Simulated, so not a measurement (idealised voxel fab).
Process module under the name voxel gate over fins
The figure presents cross-section cut, which has a width of 140 nm and is divided into square cells with an edge length of 5 nm.
Reading order for cross-sections: top band down to bottom band. Underlying form: a grid of square cells. Band size: one or more rows of cells. What a band's entry tells you: where the top is and where the bottom is, as heights in nm, and after that what lies inside, material by material from left to right, each with its width in nm. Empty space is written as the word "empty", and a single material marked with the word "edge to edge" occupies the band from edge to edge. The reference from which all heights are counted is 0, the level beneath which the as-received wafer is entirely one material; the lowest band, having no lower bound, proceeds downward and is written after the example "0 nm and below". You'd read "30..40" like this: the band's top row of cells is as wide as the first number, its bottom row is as wide as the second, and going down, every row changes width by the same amount as the row before did. The cross-section has no changed cell in any step marked "nothing different". Any empty space of 8 cells or more lacking an open way to the top shows up in "Trapped void list" as width x height at distance, distance from the left edge, in nm. Step line, after settings: the simulator's comment on this step. Steps that use a mask can have "overlay nm" on their line. It says how far the mask sat to the right of where it was meant to be. Negative means to the left. Reading key. Pairs: pre-step and post-step cross-section, one process step apart; post-step view only to lowest changed band. Step between + settings: beneath pair. Runs: pairs may be from different runs of this module, same starting wafer. Continuation from pair above: only where "Pre-step section" entry says.
### Pre-step section
> 0 nm and below | Si edge to edge
> Trapped void list: none
### Structure After Step
> 5 nm to 0 nm | SiN edge to edge
> Unchanged below 0.
> Trapped void list: none
Transition step, before and after shown above: CONFORMAL_DEP with material SiN, thk nm 5
Pre-step section: It is represented by the cross-section appearing after the step of the pair directly above.
### Structure After Step
> 25 nm to 5 nm | empty: 40  resist: 15  empty: 25  resist: 15  empty: 45
> Unchanged below 5.
> Trapped void list: none
Transition step, before and after shown above: PATTERN with tone cover, mask id FINS, material resist, width nm 15, pitch nm 40, thk nm 20, overlay nm 0
Pre-step section: It is represented by the cross-section appearing after the step of the pair directly above.
### Structure After Step
> 25 nm to 5 nm | empty: 40  resist: 15  empty: 25  resist: 15  empty: 45
> 5 nm to 0 nm | empty: 40  SiN: 15  empty: 25  SiN: 15  empty: 45
> Unchanged below 0.
> Trapped void list: none
Transition step, before and after shown above: DIRECTIONAL_ETCH with etch materials SiN, depth nm 5
Pre-step section: It is represented by the cross-section appearing after the step of the pair directly above.
### Structure After Step
> 25 nm to 5 nm | empty: 40  resist: 15  empty: 25  resist: 15  empty: 45
> 5 nm to 0 nm | empty: 40  SiN: 15  empty: 25  SiN: 15  empty: 45
> 0 nm to -40 nm | empty: 40  Si: 15  empty: 25  Si: 15  empty: 45
> Unchanged below -40.
> Trapped void list: none
Transition step, before and after shown above: DIRECTIONAL_ETCH with etch materials Si, depth nm 40
Pre-step section: It is represented by the cross-section appearing after the step of the pair directly above.
### Structure After Step
> 5 nm to 0 nm | empty: 40  SiN: 15  empty: 25  SiN: 15  empty: 45
> Unchanged below 0.
> Trapped void list: none
Transition step, before and after shown above: STRIP with etch materials resist
Pre-step section: It is represented by the cross-section appearing after the step of the pair directly above.
### Structure After Step
> 15 nm to 5 nm | SiO2 edge to edge
> 5 nm to 0 nm | SiO2: 40  SiN: 15  SiO2: 25  SiN: 15  SiO2: 45
> 0 nm to -40 nm | SiO2: 40  Si: 15  SiO2: 25  Si: 15  SiO2: 45
> Unchanged below -40.
> Trapped void list: none
Transition step, before and after shown above: FILL_DEP with material SiO2, thk nm 10
Pre-step section: It is represented by the cross-section appearing after the step of the pair directly above.
### Structure After Step
> 5 nm to 0 nm | SiO2: 40  SiN: 15  SiO2: 25  SiN: 15  SiO2: 45
> Unchanged below 0.
> Trapped void list: none
Transition step, before and after shown above: CMP with height nm 5
Pre-step section: It is represented by the cross-section appearing after the step of the pair directly above.
### Structure After Step
> 5 nm to 0 nm | empty: 40  SiN: 15  empty: 25  SiN: 15  empty: 45
> 0 nm to -15 nm | empty: 40  Si: 15  empty: 25  Si: 15  empty: 45
> Unchanged below -15.
> Trapped void list: none
Transition step, before and after shown above: SELECTIVE_ETCH with etch materials SiO2, depth nm 20
Pre-step section: It is represented by the cross-section appearing after the step of the pair directly above.
### Structure After Step
> 0 nm to -15 nm | empty: 40  Si: 15  empty: 25  Si: 15  empty: 45
> Unchanged below -15.
> Trapped void list: none
Transition step, before and after shown above: STRIP with etch materials SiN
Pre-step section: It is represented by the cross-section appearing after the step of the pair directly above.
### Structure After Step
> 5 nm to 0 nm | empty: 35  HfO2: 25  empty: 15  HfO2: 25  empty: 40
> 0 nm to -10 nm | empty: 35  HfO2: 5  Si: 15  HfO2: 5  empty: 15  HfO2: 5  Si: 15  HfO2: 5  empty: 40
> -10 nm to -15 nm | HfO2: 40  Si: 15  HfO2: 25  Si: 15  HfO2: 45
> Unchanged below -15.
> Trapped void list: none
Transition step, before and after shown above: CONFORMAL_DEP with material HfO2, thk nm 5
Pre-step section: It is represented by the cross-section appearing after the step of the pair directly above.
### Structure After Step
> 10 nm to 5 nm | empty: 30  TiN: 35  empty: 5  TiN: 35  empty: 35
> 5 nm to 0 nm | empty: 30  TiN: 5  HfO2: 25  TiN: 5  empty: 5  TiN: 5  HfO2: 25  TiN: 5  empty: 35
> 0 nm to -5 nm | empty: 30  TiN: 5  HfO2: 5  Si: 15  HfO2: 5  TiN: 5  empty: 5  TiN: 5  HfO2: 5  Si: 15  HfO2: 5  TiN: 5  empty: 35
> -5 nm to -10 nm | TiN: 35  HfO2: 5  Si: 15  HfO2: 5  TiN: 15  HfO2: 5  Si: 15  HfO2: 5  TiN: 40
> Unchanged below -10.
> Trapped void list: none
Transition step, before and after shown above: CONFORMAL_DEP with material TiN, thk nm 5
Pre-step section: It is represented by the cross-section appearing after the step of the pair directly above.
### Structure After Step
> 15 nm to 10 nm | empty: 25  TiAl: 85  empty: 30
> 10 nm to 5 nm | empty: 25  TiAl: 5  TiN: 35  TiAl: 5  TiN: 35  TiAl: 5  empty: 30
> 5 nm to 0 nm | empty: 25  TiAl: 5  TiN: 5  HfO2: 25  TiN: 5  TiAl: 5  TiN: 5  HfO2: 25  TiN: 5  TiAl: 5  empty: 30
> 0 nm to -5 nm | TiAl: 30  TiN: 5  HfO2: 5  Si: 15  HfO2: 5  TiN: 5  TiAl: 5  TiN: 5  HfO2: 5  Si: 15  HfO2: 5  TiN: 5  TiAl: 35
> Unchanged below -5.
> Trapped void list: none
Transition step, before and after shown above: CONFORMAL_DEP with material TiAl, thk nm 5
Pre-step section: It is represented by the cross-section appearing after the step of the pair directly above.
### Structure After Step
> 20 nm to 15 nm | empty: 20  TiN: 95  empty: 25
> 15 nm to 10 nm | empty: 20  TiN: 5  TiAl: 85  TiN: 5  empty: 25
> 10 nm to 5 nm | empty: 20  TiN: 5  TiAl: 5  TiN: 35  TiAl: 5  TiN: 35  TiAl: 5  TiN: 5  empty: 25
> 5 nm to 0 nm | TiN: 25  TiAl: 5  TiN: 5  HfO2: 25  TiN: 5  TiAl: 5  TiN: 5  HfO2: 25  TiN: 5  TiAl: 5  TiN: 30
> Unchanged below 0.
> Trapped void list: none
Transition step, before and after shown above: CONFORMAL_DEP with material TiN, thk nm 5
Pre-step section: It is represented by the cross-section appearing after the step of the pair directly above.
### Structure After Step
> 30 nm to 20 nm | W edge to edge
> 20 nm to 15 nm | W: 20  TiN: 95  W: 25
> 15 nm to 10 nm | W: 20  TiN: 5  TiAl: 85  TiN: 5  W: 25
> 10 nm to 5 nm | W: 20  TiN: 5  TiAl: 5  TiN: 35  TiAl: 5  TiN: 35  TiAl: 5  TiN: 5  W: 25
> Unchanged below 5.
> Trapped void list: none
Transition step, before and after shown above: FILL_DEP with material W, thk nm 10
Pre-step section: It is represented by the cross-section appearing after the step of the pair directly above.
### Structure After Step
> 25 nm to 20 nm | W edge to edge
> Unchanged below 20.
> Trapped void list: none
Transition step, before and after shown above: CMP with height nm 25
Pre-step section: It is represented by the cross-section appearing after the step of the pair directly above.
### Structure After Step
> 30 nm to 25 nm | SiCN edge to edge
> Unchanged below 25.
> Trapped void list: none
Transition step, before and after shown above: CONFORMAL_DEP with material SiCN, thk nm 5
### Pre-step section
> 10 nm to 5 nm | empty: 30  TiN: 35  empty: 5  TiN: 35  empty: 35
> 5 nm to 0 nm | empty: 30  TiN: 5  HfO2: 25  TiN: 5  empty: 5  TiN: 5  HfO2: 25  TiN: 5  empty: 35
> 0 nm to -5 nm | empty: 30  TiN: 5  HfO2: 5  Si: 15  HfO2: 5  TiN: 5  empty: 5  TiN: 5  HfO2: 5  Si: 15  HfO2: 5  TiN: 5  empty: 35
> -5 nm to -10 nm | TiN: 35  HfO2: 5  Si: 15  HfO2: 5  TiN: 15  HfO2: 5  Si: 15  HfO2: 5  TiN: 40
> -10 nm to -15 nm | HfO2: 40  Si: 15  HfO2: 25  Si: 15  HfO2: 45
> -15 nm to -40 nm | SiO2: 40  Si: 15  SiO2: 25  Si: 15  SiO2: 45
> -40 nm and below | Si edge to edge
> Trapped void list: none
### Structure After Step
> 15 nm to 5 nm | empty: 25  TiN: 85  empty: 30
> 5 nm to 0 nm | empty: 25  TiN: 10  HfO2: 25  TiN: 15  HfO2: 25  TiN: 10  empty: 30
> 0 nm to -10 nm | TiN: 35  HfO2: 5  Si: 15  HfO2: 5  TiN: 15  HfO2: 5  Si: 15  HfO2: 5  TiN: 40
> Unchanged below -10.
> Trapped void list: none
Transition step, before and after shown above: CONFORMAL_DEP with material TiN, thk nm 5
Pre-step section: It is represented by the cross-section appearing after the step of the pair directly above.
### Structure After Step
> 25 nm to 15 nm | W edge to edge
> 15 nm to 5 nm | W: 25  TiN: 85  W: 30
> 5 nm to 0 nm | W: 25  TiN: 10  HfO2: 25  TiN: 15  HfO2: 25  TiN: 10  W: 30
> Unchanged below 0.
> Trapped void list: none
Transition step, before and after shown above: FILL_DEP with material W, thk nm 10
Pre-step section: It is represented by the cross-section appearing after the step of the pair directly above.
### Structure After Step
> 30 nm to 25 nm | SiCN edge to edge
> Unchanged below 25.
> Trapped void list: none
Transition step, before and after shown above: CONFORMAL_DEP with material SiCN, thk nm 5
### Pre-step section
> 5 nm to 0 nm | empty: 40  SiN: 15  empty: 25  SiN: 15  empty: 45
> 0 nm to -15 nm | empty: 40  Si: 15  empty: 25  Si: 15  empty: 45
> -15 nm to -40 nm | SiO2: 40  Si: 15  SiO2: 25  Si: 15  SiO2: 45
> -40 nm and below | Si edge to edge
> Trapped void list: none
### Structure After Step
> 5 nm to 0 nm | empty: 40  SiN: 15  empty: 25  SiN: 15  empty: 45
> 0 nm to -35 nm | empty: 40  Si: 15  empty: 25  Si: 15  empty: 45
> Unchanged below -35.
> Trapped void list: none
Transition step, before and after shown above: SELECTIVE_ETCH with etch materials SiO2, depth nm 20
Pre-step section: It is represented by the cross-section appearing after the step of the pair directly above.
### Structure After Step
> 0 nm to -35 nm | empty: 40  Si: 15  empty: 25  Si: 15  empty: 45
> Unchanged below -35.
> Trapped void list: none
Transition step, before and after shown above: STRIP with etch materials SiN
Pre-step section: It is represented by the cross-section appearing after the step of the pair directly above.
### Structure After Step
> 5 nm to 0 nm | empty: 35  HfO2: 25  empty: 15  HfO2: 25  empty: 40
> 0 nm to -30 nm | empty: 35  HfO2: 5  Si: 15  HfO2: 5  empty: 15  HfO2: 5  Si: 15  HfO2: 5  empty: 40
> -30 nm to -35 nm | HfO2: 40  Si: 15  HfO2: 25  Si: 15  HfO2: 45
> Unchanged below -35.
> Trapped void list: none
Transition step, before and after shown above: CONFORMAL_DEP with material HfO2, thk nm 5
Pre-step section: It is represented by the cross-section appearing after the step of the pair directly above.
### Structure After Step
> 10 nm to 5 nm | empty: 30  TiN: 35  empty: 5  TiN: 35  empty: 35
> 5 nm to 0 nm | empty: 30  TiN: 5  HfO2: 25  TiN: 5  empty: 5  TiN: 5  HfO2: 25  TiN: 5  empty: 35
> 0 nm to -25 nm | empty: 30  TiN: 5  HfO2: 5  Si: 15  HfO2: 5  TiN: 5  empty: 5  TiN: 5  HfO2: 5  Si: 15  HfO2: 5  TiN: 5  empty: 35
> -25 nm to -30 nm | TiN: 35  HfO2: 5  Si: 15  HfO2: 5  TiN: 15  HfO2: 5  Si: 15  HfO2: 5  TiN: 40
> Unchanged below -30.
> Trapped void list: none
Transition step, before and after shown above: CONFORMAL_DEP with material TiN, thk nm 5
Pre-step section: It is represented by the cross-section appearing after the step of the pair directly above.
### Structure After Step
> 15 nm to 10 nm | empty: 25  TiAl: 85  empty: 30
> 10 nm to 5 nm | empty: 25  TiAl: 5  TiN: 35  TiAl: 5  TiN: 35  TiAl: 5  empty: 30
> 5 nm to 0 nm | empty: 25  TiAl: 5  TiN: 5  HfO2: 25  TiN: 5  TiAl: 5  TiN: 5  HfO2: 25  TiN: 5  TiAl: 5  empty: 30
> 0 nm to -20 nm | empty: 25  TiAl: 5  TiN: 5  HfO2: 5  Si: 15  HfO2: 5  TiN: 5  TiAl: 5  TiN: 5  HfO2: 5  Si: 15  HfO2: 5  TiN: 5  TiAl: 5  empty: 30
> -20 nm to -25 nm | TiAl: 30  TiN: 5  HfO2: 5  Si: 15  HfO2: 5  TiN: 5  TiAl: 5  TiN: 5  HfO2: 5  Si: 15  HfO2: 5  TiN: 5  TiAl: 35
> Unchanged below -25.
> Trapped void list: none
Transition step, before and after shown above: CONFORMAL_DEP with material TiAl, thk nm 5
Pre-step section: It is represented by the cross-section appearing after the step of the pair directly above.
### Structure After Step
> 20 nm to 15 nm | empty: 20  TiN: 95  empty: 25
> 15 nm to 10 nm | empty: 20  TiN: 5  TiAl: 85  TiN: 5  empty: 25
> 10 nm to 5 nm | empty: 20  TiN: 5  TiAl: 5  TiN: 35  TiAl: 5  TiN: 35  TiAl: 5  TiN: 5  empty: 25
> 5 nm to 0 nm | empty: 20  TiN: 5  TiAl: 5  TiN: 5  HfO2: 25  TiN: 5  TiAl: 5  TiN: 5  HfO2: 25  TiN: 5  TiAl: 5  TiN: 5  empty: 25
> 0 nm to -15 nm | empty: 20  TiN: 5  TiAl: 5  TiN: 5  HfO2: 5  Si: 15  HfO2: 5  TiN: 5  TiAl: 5  TiN: 5  HfO2: 5  Si: 15  HfO2: 5  TiN: 5  TiAl: 5  TiN: 5  empty: 25
> -15 nm to -20 nm | TiN: 25  TiAl: 5  TiN: 5  HfO2: 5  Si: 15  HfO2: 5  TiN: 5  TiAl: 5  TiN: 5  HfO2: 5  Si: 15  HfO2: 5  TiN: 5  TiAl: 5  TiN: 30
> Unchanged below -20.
> Trapped void list: none
Transition step, before and after shown above: CONFORMAL_DEP with material TiN, thk nm 5
Pre-step section: It is represented by the cross-section appearing after the step of the pair directly above.
### Structure After Step
> 30 nm to 20 nm | W edge to edge
> 20 nm to 15 nm | W: 20  TiN: 95  W: 25
> 15 nm to 10 nm | W: 20  TiN: 5  TiAl: 85  TiN: 5  W: 25
> 10 nm to 5 nm | W: 20  TiN: 5  TiAl: 5  TiN: 35  TiAl: 5  TiN: 35  TiAl: 5  TiN: 5  W: 25
> 5 nm to 0 nm | W: 20  TiN: 5  TiAl: 5  TiN: 5  HfO2: 25  TiN: 5  TiAl: 5  TiN: 5  HfO2: 25  TiN: 5  TiAl: 5  TiN: 5  W: 25
> 0 nm to -15 nm | W: 20  TiN: 5  TiAl: 5  TiN: 5  HfO2: 5  Si: 15  HfO2: 5  TiN: 5  TiAl: 5  TiN: 5  HfO2: 5  Si: 15  HfO2: 5  TiN: 5  TiAl: 5  TiN: 5  W: 25
> Unchanged below -15.
> Trapped void list: none
Transition step, before and after shown above: FILL_DEP with material W, thk nm 10
Pre-step section: It is represented by the cross-section appearing after the step of the pair directly above.
### Structure After Step
> 25 nm to 20 nm | W edge to edge
> Unchanged below 20.
> Trapped void list: none
Transition step, before and after shown above: CMP with height nm 25
Pre-step section: It is represented by the cross-section appearing after the step of the pair directly above.
### Structure After Step
> 30 nm to 25 nm | SiCN edge to edge
> Unchanged below 25.
> Trapped void list: none
Transition step, before and after shown above: CONFORMAL_DEP with material SiCN, thk nm 5
### Pre-step section
> 5 nm to 0 nm | empty: 35  HfO2: 25  empty: 15  HfO2: 25  empty: 40
> 0 nm to -10 nm | empty: 35  HfO2: 5  Si: 15  HfO2: 5  empty: 15  HfO2: 5  Si: 15  HfO2: 5  empty: 40
> -10 nm to -15 nm | HfO2: 40  Si: 15  HfO2: 25  Si: 15  HfO2: 45
> -15 nm to -40 nm | SiO2: 40  Si: 15  SiO2: 25  Si: 15  SiO2: 45
> -40 nm and below | Si edge to edge
> Trapped void list: none
### Structure After Step
> 10 nm to 5 nm | empty: 30  TiAl: 35  empty: 5  TiAl: 35  empty: 35
> 5 nm to 0 nm | empty: 30  TiAl: 5  HfO2: 25  TiAl: 5  empty: 5  TiAl: 5  HfO2: 25  TiAl: 5  empty: 35
> 0 nm to -5 nm | empty: 30  TiAl: 5  HfO2: 5  Si: 15  HfO2: 5  TiAl: 5  empty: 5  TiAl: 5  HfO2: 5  Si: 15  HfO2: 5  TiAl: 5  empty: 35
> -5 nm to -10 nm | TiAl: 35  HfO2: 5  Si: 15  HfO2: 5  TiAl: 15  HfO2: 5  Si: 15  HfO2: 5  TiAl: 40
> Unchanged below -10.
> Trapped void list: none
Transition step, before and after shown above: CONFORMAL_DEP with material TiAl, thk nm 5
Pre-step section: It is represented by the cross-section appearing after the step of the pair directly above.
### Structure After Step
> 15 nm to 10 nm | empty: 25  TiN: 85  empty: 30
> 10 nm to 5 nm | empty: 25  TiN: 5  TiAl: 35  TiN: 5  TiAl: 35  TiN: 5  empty: 30
> 5 nm to 0 nm | empty: 25  TiN: 5  TiAl: 5  HfO2: 25  TiAl: 5  TiN: 5  TiAl: 5  HfO2: 25  TiAl: 5  TiN: 5  empty: 30
> 0 nm to -5 nm | TiN: 30  TiAl: 5  HfO2: 5  Si: 15  HfO2: 5  TiAl: 5  TiN: 5  TiAl: 5  HfO2: 5  Si: 15  HfO2: 5  TiAl: 5  TiN: 35
> Unchanged below -5.
> Trapped void list: none
Transition step, before and after shown above: CONFORMAL_DEP with material TiN, thk nm 5
Pre-step section: It is represented by the cross-section appearing after the step of the pair directly above.
### Structure After Step
> 20 nm to 10 nm | empty: 20  TiN: 95  empty: 25
> 10 nm to 5 nm | empty: 20  TiN: 10  TiAl: 35  TiN: 5  TiAl: 35  TiN: 10  empty: 25
> 5 nm to 0 nm | TiN: 30  TiAl: 5  HfO2: 25  TiAl: 5  TiN: 5  TiAl: 5  HfO2: 25  TiAl: 5  TiN: 35
> Unchanged below 0.
> Trapped void list: none
Transition step, before and after shown above: CONFORMAL_DEP with material TiN, thk nm 5
Pre-step section: It is represented by the cross-section appearing after the step of the pair directly above.
### Structure After Step
> 30 nm to 20 nm | W edge to edge
> 20 nm to 10 nm | W: 20  TiN: 95  W: 25
> 10 nm to 5 nm | W: 20  TiN: 10  TiAl: 35  TiN: 5  TiAl: 35  TiN: 10  W: 25
> Unchanged below 5.
> Trapped void list: none
Transition step, before and after shown above: FILL_DEP with material W, thk nm 10
Pre-step section: It is represented by the cross-section appearing after the step of the pair directly above.
### Structure After Step
> 25 nm to 20 nm | W edge to edge
> Unchanged below 20.
> Trapped void list: none
Transition step, before and after shown above: CMP with height nm 25
Pre-step section: It is represented by the cross-section appearing after the step of the pair directly above.
### Structure After Step
> 30 nm to 25 nm | SiCN edge to edge
> Unchanged below 25.
> Trapped void list: none
Transition step, before and after shown above: CONFORMAL_DEP with material SiCN, thk nm 5
### Pre-step section
> 15 nm to 5 nm | SiO2 edge to edge
> 5 nm to 0 nm | SiO2: 40  SiN: 15  SiO2: 25  SiN: 15  SiO2: 45
> 0 nm to -40 nm | SiO2: 40  Si: 15  SiO2: 25  Si: 15  SiO2: 45
> -40 nm and below | Si edge to edge
> Trapped void list: none
### Structure After Step
> -5 nm to -40 nm | SiO2: 40  Si: 15  SiO2: 25  Si: 15  SiO2: 45
> Unchanged below -40.
> Trapped void list: none
Transition step, before and after shown above: CMP with height nm -5
Pre-step section: It is represented by the cross-section appearing after the step of the pair directly above.
### Structure After Step
> -5 nm to -25 nm | empty: 40  Si: 15  empty: 25  Si: 15  empty: 45
> Unchanged below -25.
> Trapped void list: none
Transition step, before and after shown above: SELECTIVE_ETCH with etch materials SiO2, depth nm 20
Pre-step section: It is represented by the cross-section appearing after the step of the pair directly above.
### Structure After Step
> 0 nm to -5 nm | empty: 35  HfO2: 25  empty: 15  HfO2: 25  empty: 40
> -5 nm to -20 nm | empty: 35  HfO2: 5  Si: 15  HfO2: 5  empty: 15  HfO2: 5  Si: 15  HfO2: 5  empty: 40
> -20 nm to -25 nm | HfO2: 40  Si: 15  HfO2: 25  Si: 15  HfO2: 45
> Unchanged below -25.
> Trapped void list: none
Transition step, before and after shown above: CONFORMAL_DEP with material HfO2, thk nm 5
Pre-step section: It is represented by the cross-section appearing after the step of the pair directly above.
### Structure After Step
> 5 nm to 0 nm | empty: 30  TiN: 35  empty: 5  TiN: 35  empty: 35
> 0 nm to -5 nm | empty: 30  TiN: 5  HfO2: 25  TiN: 5  empty: 5  TiN: 5  HfO2: 25  TiN: 5  empty: 35
> -5 nm to -15 nm | empty: 30  TiN: 5  HfO2: 5  Si: 15  HfO2: 5  TiN: 5  empty: 5  TiN: 5  HfO2: 5  Si: 15  HfO2: 5  TiN: 5  empty: 35
> -15 nm to -20 nm | TiN: 35  HfO2: 5  Si: 15  HfO2: 5  TiN: 15  HfO2: 5  Si: 15  HfO2: 5  TiN: 40
> Unchanged below -20.
> Trapped void list: none
Transition step, before and after shown above: CONFORMAL_DEP with material TiN, thk nm 5
Pre-step section: It is represented by the cross-section appearing after the step of the pair directly above.
### Structure After Step
> 10 nm to 5 nm | empty: 25  TiAl: 85  empty: 30
> 5 nm to 0 nm | empty: 25  TiAl: 5  TiN: 35  TiAl: 5  TiN: 35  TiAl: 5  empty: 30
> 0 nm to -5 nm | empty: 25  TiAl: 5  TiN: 5  HfO2: 25  TiN: 5  TiAl: 5  TiN: 5  HfO2: 25  TiN: 5  TiAl: 5  empty: 30
> -5 nm to -10 nm | empty: 25  TiAl: 5  TiN: 5  HfO2: 5  Si: 15  HfO2: 5  TiN: 5  TiAl: 5  TiN: 5  HfO2: 5  Si: 15  HfO2: 5  TiN: 5  TiAl: 5  empty: 30
> -10 nm to -15 nm | TiAl: 30  TiN: 5  HfO2: 5  Si: 15  HfO2: 5  TiN: 5  TiAl: 5  TiN: 5  HfO2: 5  Si: 15  HfO2: 5  TiN: 5  TiAl: 35
> Unchanged below -15.
> Trapped void list: none
Transition step, before and after shown above: CONFORMAL_DEP with material TiAl, thk nm 5
Pre-step section: It is represented by the cross-section appearing after the step of the pair directly above.
### Structure After Step
> 15 nm to 10 nm | empty: 20  TiN: 95  empty: 25
> 10 nm to 5 nm | empty: 20  TiN: 5  TiAl: 85  TiN: 5  empty: 25
> 5 nm to 0 nm | empty: 20  TiN: 5  TiAl: 5  TiN: 35  TiAl: 5  TiN: 35  TiAl: 5  TiN: 5  empty: 25
> 0 nm to -5 nm | empty: 20  TiN: 5  TiAl: 5  TiN: 5  HfO2: 25  TiN: 5  TiAl: 5  TiN: 5  HfO2: 25  TiN: 5  TiAl: 5  TiN: 5  empty: 25
> -5 nm to -10 nm | TiN: 25  TiAl: 5  TiN: 5  HfO2: 5  Si: 15  HfO2: 5  TiN: 5  TiAl: 5  TiN: 5  HfO2: 5  Si: 15  HfO2: 5  TiN: 5  TiAl: 5  TiN: 30
> Unchanged below -10.
> Trapped void list: none
Transition step, before and after shown above: CONFORMAL_DEP with material TiN, thk nm 5
Pre-step section: It is represented by the cross-section appearing after the step of the pair directly above.
### Structure After Step
> 25 nm to 15 nm | W edge to edge
> 15 nm to 10 nm | W: 20  TiN: 95  W: 25
> 10 nm to 5 nm | W: 20  TiN: 5  TiAl: 85  TiN: 5  W: 25
> 5 nm to 0 nm | W: 20  TiN: 5  TiAl: 5  TiN: 35  TiAl: 5  TiN: 35  TiAl: 5  TiN: 5  W: 25
> 0 nm to -5 nm | W: 20  TiN: 5  TiAl: 5  TiN: 5  HfO2: 25  TiN: 5  TiAl: 5  TiN: 5  HfO2: 25  TiN: 5  TiAl: 5  TiN: 5  W: 25
> Unchanged below -5.
> Trapped void list: none
Transition step, before and after shown above: FILL_DEP with material W, thk nm 10
Pre-step section: It is represented by the cross-section appearing after the step of the pair directly above.
### Structure After Step
> 30 nm to 25 nm | SiCN edge to edge
> Unchanged below 25.
> Trapped void list: none
Transition step, before and after shown above: CONFORMAL_DEP with material SiCN, thk nm 5
### Pre-step section
> 5 nm to 0 nm | SiN edge to edge
> 0 nm and below | Si edge to edge
> Trapped void list: none
### Structure After Step
> 25 nm to 5 nm | empty: 35  resist: 25  empty: 15  resist: 25  empty: 40
> Unchanged below 5.
> Trapped void list: none
Transition step, before and after shown above: PATTERN with tone cover, mask id FINS, material resist, width nm 25, pitch nm 40, thk nm 20, overlay nm 0
Pre-step section: It is represented by the cross-section appearing after the step of the pair directly above.
### Structure After Step
> 25 nm to 5 nm | empty: 35  resist: 25  empty: 15  resist: 25  empty: 40
> 5 nm to 0 nm | empty: 35  SiN: 25  empty: 15  SiN: 25  empty: 40
> Unchanged below 0.
> Trapped void list: none
Transition step, before and after shown above: DIRECTIONAL_ETCH with etch materials SiN, depth nm 5
Pre-step section: It is represented by the cross-section appearing after the step of the pair directly above.
### Structure After Step
> 25 nm to 5 nm | empty: 35  resist: 25  empty: 15  resist: 25  empty: 40
> 5 nm to 0 nm | empty: 35  SiN: 25  empty: 15  SiN: 25  empty: 40
> 0 nm to -40 nm | empty: 35  Si: 25  empty: 15  Si: 25  empty: 40
> Unchanged below -40.
> Trapped void list: none
Transition step, before and after shown above: DIRECTIONAL_ETCH with etch materials Si, depth nm 40
Pre-step section: It is represented by the cross-section appearing after the step of the pair directly above.
### Structure After Step
> 5 nm to 0 nm | empty: 35  SiN: 25  empty: 15  SiN: 25  empty: 40
> Unchanged below 0.
> Trapped void list: none
Transition step, before and after shown above: STRIP with etch materials resist
Pre-step section: It is represented by the cross-section appearing after the step of the pair directly above.
### Structure After Step
> 15 nm to 5 nm | SiO2 edge to edge
> 5 nm to 0 nm | SiO2: 35  SiN: 25  SiO2: 15  SiN: 25  SiO2: 40
> 0 nm to -40 nm | SiO2: 35  Si: 25  SiO2: 15  Si: 25  SiO2: 40
> Unchanged below -40.
> Trapped void list: none
Transition step, before and after shown above: FILL_DEP with material SiO2, thk nm 10
Pre-step section: It is represented by the cross-section appearing after the step of the pair directly above.
### Structure After Step
> 5 nm to 0 nm | SiO2: 35  SiN: 25  SiO2: 15  SiN: 25  SiO2: 40
> Unchanged below 0.
> Trapped void list: none
Transition step, before and after shown above: CMP with height nm 5
Pre-step section: It is represented by the cross-section appearing after the step of the pair directly above.
### Structure After Step
> 5 nm to 0 nm | empty: 35  SiN: 25  empty: 15  SiN: 25  empty: 40
> 0 nm to -15 nm | empty: 35  Si: 25  empty: 15  Si: 25  empty: 40
> Unchanged below -15.
> Trapped void list: none
Transition step, before and after shown above: SELECTIVE_ETCH with etch materials SiO2, depth nm 20
Pre-step section: It is represented by the cross-section appearing after the step of the pair directly above.
### Structure After Step
> 0 nm to -15 nm | empty: 35  Si: 25  empty: 15  Si: 25  empty: 40
> Unchanged below -15.
> Trapped void list: none
Transition step, before and after shown above: STRIP with etch materials SiN
Pre-step section: It is represented by the cross-section appearing after the step of the pair directly above.
### Structure After Step
> 5 nm to 0 nm | empty: 30  HfO2: 35  empty: 5  HfO2: 35  empty: 35
> 0 nm to -10 nm | empty: 30  HfO2: 5  Si: 25  HfO2: 5  empty: 5  HfO2: 5  Si: 25  HfO2: 5  empty: 35
> -10 nm to -15 nm | HfO2: 35  Si: 25  HfO2: 15  Si: 25  HfO2: 40
> Unchanged below -15.
> Trapped void list: none
Transition step, before and after shown above: CONFORMAL_DEP with material HfO2, thk nm 5
Pre-step section: It is represented by the cross-section appearing after the step of the pair directly above.
### Structure After Step
> 10 nm to 5 nm | empty: 25  TiN: 85  empty: 30
> 5 nm to 0 nm | empty: 25  TiN: 5  HfO2: 35  TiN: 5  HfO2: 35  TiN: 5  empty: 30
> 0 nm to -5 nm | empty: 25  TiN: 5  HfO2: 5  Si: 25  HfO2: 5  TiN: 5  HfO2: 5  Si: 25  HfO2: 5  TiN: 5  empty: 30
> -5 nm to -10 nm | TiN: 30  HfO2: 5  Si: 25  HfO2: 5  TiN: 5  HfO2: 5  Si: 25  HfO2: 5  TiN: 35
> Unchanged below -10.
> Trapped void list: none
Transition step, before and after shown above: CONFORMAL_DEP with material TiN, thk nm 5
Pre-step section: It is represented by the cross-section appearing after the step of the pair directly above.
### Structure After Step
> 15 nm to 10 nm | empty: 20  TiAl: 95  empty: 25
> 10 nm to 5 nm | empty: 20  TiAl: 5  TiN: 85  TiAl: 5  empty: 25
> 5 nm to 0 nm | empty: 20  TiAl: 5  TiN: 5  HfO2: 35  TiN: 5  HfO2: 35  TiN: 5  TiAl: 5  empty: 25
> 0 nm to -5 nm | TiAl: 25  TiN: 5  HfO2: 5  Si: 25  HfO2: 5  TiN: 5  HfO2: 5  Si: 25  HfO2: 5  TiN: 5  TiAl: 30
> Unchanged below -5.
> Trapped void list: none
Transition step, before and after shown above: CONFORMAL_DEP with material TiAl, thk nm 5
Pre-step section: It is represented by the cross-section appearing after the step of the pair directly above.
### Structure After Step
> 20 nm to 15 nm | empty: 15  TiN: 105  empty: 20
> 15 nm to 10 nm | empty: 15  TiN: 5  TiAl: 95  TiN: 5  empty: 20
> 10 nm to 5 nm | empty: 15  TiN: 5  TiAl: 5  TiN: 85  TiAl: 5  TiN: 5  empty: 20
> 5 nm to 0 nm | TiN: 20  TiAl: 5  TiN: 5  HfO2: 35  TiN: 5  HfO2: 35  TiN: 5  TiAl: 5  TiN: 25
> Unchanged below 0.
> Trapped void list: none
Transition step, before and after shown above: CONFORMAL_DEP with material TiN, thk nm 5
Pre-step section: It is represented by the cross-section appearing after the step of the pair directly above.
### Structure After Step
> 30 nm to 20 nm | W edge to edge
> 20 nm to 15 nm | W: 15  TiN: 105  W: 20
> 15 nm to 10 nm | W: 15  TiN: 5  TiAl: 95  TiN: 5  W: 20
> 10 nm to 5 nm | W: 15  TiN: 5  TiAl: 5  TiN: 85  TiAl: 5  TiN: 5  W: 20
> Unchanged below 5.
> Trapped void list: none
Transition step, before and after shown above: FILL_DEP with material W, thk nm 10
